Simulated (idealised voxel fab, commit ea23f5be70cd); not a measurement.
Process module name: voxel wiring stack
Xsec cut, 260 nm wide, square cell size 5 nm.
Reading order for cross-sections: top band down to bottom band. Underlying form: a grid of square cells. Band size: one or more rows of cells. A band entry consists of two parts. The first gives the height of the band's top and the height of its bottom, in nm. The rest lists the band's materials from left to right, each with its width in nm. A single material labelled with the word "everywhere" fills the band from edge to edge, and the word "air" marks empty space. Height is counted from the level 0, under which the received wafer is composed throughout of one material. The lowest of the bands is not closed at the bottom but continues downward, in the notation "from 0 down". A two-number width, for instance "30->40", indicates that the width is equal to the first number in the top row of the band and to the second number in the bottom row, and that it changes by a constant amount per row of cells. When a step is marked "nothing different", none of the cells in the cross-section changed during that step. Empty spaces counting at least 8 cells and having no open way to the top are listed in "Sealed-off cavities". The notation width x height at distance is used for each, the distance being from the left edge and all three values in nm. If you see something after the settings on a step's line, that's the simulator's own remark about that step. When a step includes a mask, the "overlay nm" setting on its line states how far to the right of its planned place that mask lay, and negative values state how far to the left.

Process steps foreseen in the plan:
step 1: RECEIVE [material Si]
step 2: CONFORMAL_DEP [material SiO2] [thk nm 15]
step 3: DIRECTIONAL_DEP [material TiN] [thk nm 5]
step 4: DIRECTIONAL_DEP [material Ru] [thk nm 25]
step 5: PATTERN [tone cover] [mask id METAL_1] [material resist] [width nm 20] [pitch nm 50] [thk nm 20] [overlay nm 0]
step 6: DIRECTIONAL_ETCH [etch materials Ru] [depth nm 25]
step 7: DIRECTIONAL_ETCH [etch materials TiN] [depth nm 5]
step 8: STRIP [etch materials resist]
step 9: FILL_DEP [material lowk] [thk nm 10]
step 10: CMP [height nm 45]
step 11: CONFORMAL_DEP [material SiCN] [thk nm 5]
step 12: DIRECTIONAL_DEP [material lowk] [thk nm 25]
step 13: DIRECTIONAL_DEP [material aC] [thk nm 15]
step 14: PATTERN [tone open] [mask id METAL_2_HOLES] [material resist] [width nm 15] [thk nm 35] [overlay nm 0]
step 15: DIRECTIONAL_ETCH [etch materials aC] [depth nm 15]
step 16: STRIP [etch materials resist]
step 17: DIRECTIONAL_ETCH [etch materials lowk] [depth nm 25]
step 18: STRIP [etch materials aC]
step 19: PATTERN [tone open] [mask id METAL_2] [material resist] [width nm 20] [pitch nm 50] [thk nm 15] [overlay nm 0]
step 20: DIRECTIONAL_ETCH [etch materials lowk] [depth nm 15]
step 21: DIRECTIONAL_ETCH [etch materials SiCN] [depth nm 5]
step 22: STRIP [etch materials resist]
step 23: CONFORMAL_DEP [material TiN] [thk nm 5]
step 24: FILL_DEP [material Cu] [thk nm 5]
step 25: CMP [height nm 75]
step 26: CONFORMAL_DEP [material SiCN] [thk nm 5]
step 27: DIRECTIONAL_DEP [material SiO2] [thk nm 30]
step 28: DIRECTIONAL_DEP [material aC] [thk nm 15]
step 29: PATTERN [tone open] [mask id METAL_3_HOLES] [material resist] [width nm 15] [thk nm 35] [overlay nm 0]
step 30: DIRECTIONAL_ETCH [etch materials aC] [depth nm 15]
step 31: STRIP [etch materials resist]
step 32: DIRECTIONAL_ETCH [etch materials SiO2] [depth nm 30]
step 33: STRIP [etch materials aC]
step 34: DIRECTIONAL_DEP [material aC] [thk nm 10]
step 35: PATTERN [tone open] [mask id METAL_3] [material resist] [width nm 20] [pitch nm 50] [thk nm 30] [overlay nm 0]
step 36: DIRECTIONAL_ETCH [etch materials aC] [depth nm 10]
step 37: STRIP [etch materials resist]
step 38: DIRECTIONAL_ETCH [etch materials SiO2] [depth nm 15]
step 39: DIRECTIONAL_ETCH [etch materials SiCN] [depth nm 5]
step 40: STRIP [etch materials aC]
step 41: CONFORMAL_DEP [material TiN] [thk nm 5]
step 42: FILL_DEP [material Cu] [thk nm 10]
step 43: CMP [height nm 110]
step 44: CONFORMAL_DEP [material SiCN] [thk nm 5]
step 45: DIRECTIONAL_DEP [material lowk] [thk nm 15]
step 46: MASKED_ETCH [tone open] [mask id PLUG_3] [width nm 15] [etch materials lowk] [depth nm 15] [overlay nm 0]
step 47: MASKED_ETCH [tone open] [mask id PLUG_3] [width nm 15] [etch materials SiCN] [depth nm 5] [overlay nm 0]
step 48: EPI [material Ru] [thk nm 10]
step 49: EPI [material Ru] [thk nm 10]
step 50: DIRECTIONAL_DEP [material TiN] [thk nm 5]
step 51: DIRECTIONAL_DEP [material Ru] [thk nm 15]
step 52: DIRECTIONAL_DEP [material aC] [thk nm 15]
step 53: PATTERN [tone cover] [mask id METAL_4] [material resist] [width nm 20] [pitch nm 50] [thk nm 35] [overlay nm 0]
step 54: DIRECTIONAL_ETCH [etch materials aC] [depth nm 15]
step 55: STRIP [etch materials resist]
step 56: DIRECTIONAL_ETCH [etch materials Ru] [depth nm 15]
step 57: DIRECTIONAL_ETCH [etch materials TiN] [depth nm 5]
step 58: STRIP [etch materials aC]
step 59: FILL_DEP [material lowk] [thk nm 5]
step 60: CMP [height nm 150]
step 61: CONFORMAL_DEP [material SiN] [thk nm 5]

The cross-section here shows the wafer as received, i.e. in its state after step 1:
> from 0 down = Si everywhere
> Sealed-off cavities: none

Post-module cross-section: identical start and plan to those above, one misstep in execution:
> from 155 to 150 = SiN everywhere
> from 150 to 135 = lowk 95 nm / Ru 20 nm / lowk 30 nm / Ru 20 nm / lowk 95 nm
> from 135 to 130 = lowk 95 nm / TiN 20 nm / lowk 30 nm / TiN 20 nm / lowk 95 nm
> from 130 to 115 = lowk 95 nm / Ru 15 nm / lowk 150 nm
> from 115 to 110 = SiCN 95 nm / Ru 15 nm / SiCN 150 nm
> from 110 to 100 = SiO2 95 nm / TiN 5 nm / Cu 10 nm / TiN 5 nm / SiO2 30 nm / TiN 5 nm / Cu 10 nm / TiN 5 nm / SiO2 95 nm
> from 100 to 95 = SiO2 95 nm / TiN 5 nm / Cu 5 nm / TiN 10 nm / SiO2 30 nm / TiN 20 nm / SiO2 95 nm
> from 95 to 80 = SiO2 95 nm / TiN 5 nm / Cu 5 nm / TiN 5 nm / SiO2 150 nm
> from 80 to 75 = SiCN 95 nm / TiN 15 nm / SiCN 150 nm
> from 75 to 65 = lowk 95 nm / TiN 5 nm / Cu 10 nm / TiN 5 nm / lowk 30 nm / TiN 5 nm / Cu 10 nm / TiN 5 nm / lowk 95 nm
> from 65 to 60 = lowk 95 nm / TiN 5 nm / Cu 5 nm / TiN 10 nm / lowk 30 nm / TiN 20 nm / lowk 95 nm
> from 60 to 50 = lowk 95 nm / TiN 5 nm / Cu 5 nm / TiN 5 nm / lowk 150 nm
> from 50 to 45 = SiCN 95 nm / TiN 15 nm / SiCN 150 nm
> from 45 to 20 = lowk 85 nm / Ru 20 nm / lowk 30 nm / Ru 20 nm / lowk 105 nm
> from 20 to 15 = lowk 85 nm / TiN 20 nm / lowk 30 nm / TiN 20 nm / lowk 105 nm
> from 15 to 0 = SiO2 everywhere
> from 0 down = Si everywhere
> Sealed-off cavities: none
Misprocessing identified: planned and actual differ for step 5; actual: PATTERN [tone cover] [mask id METAL_1] [material resist] [width nm 20] [pitch nm 50] [thk nm 20] [overlay nm -10]
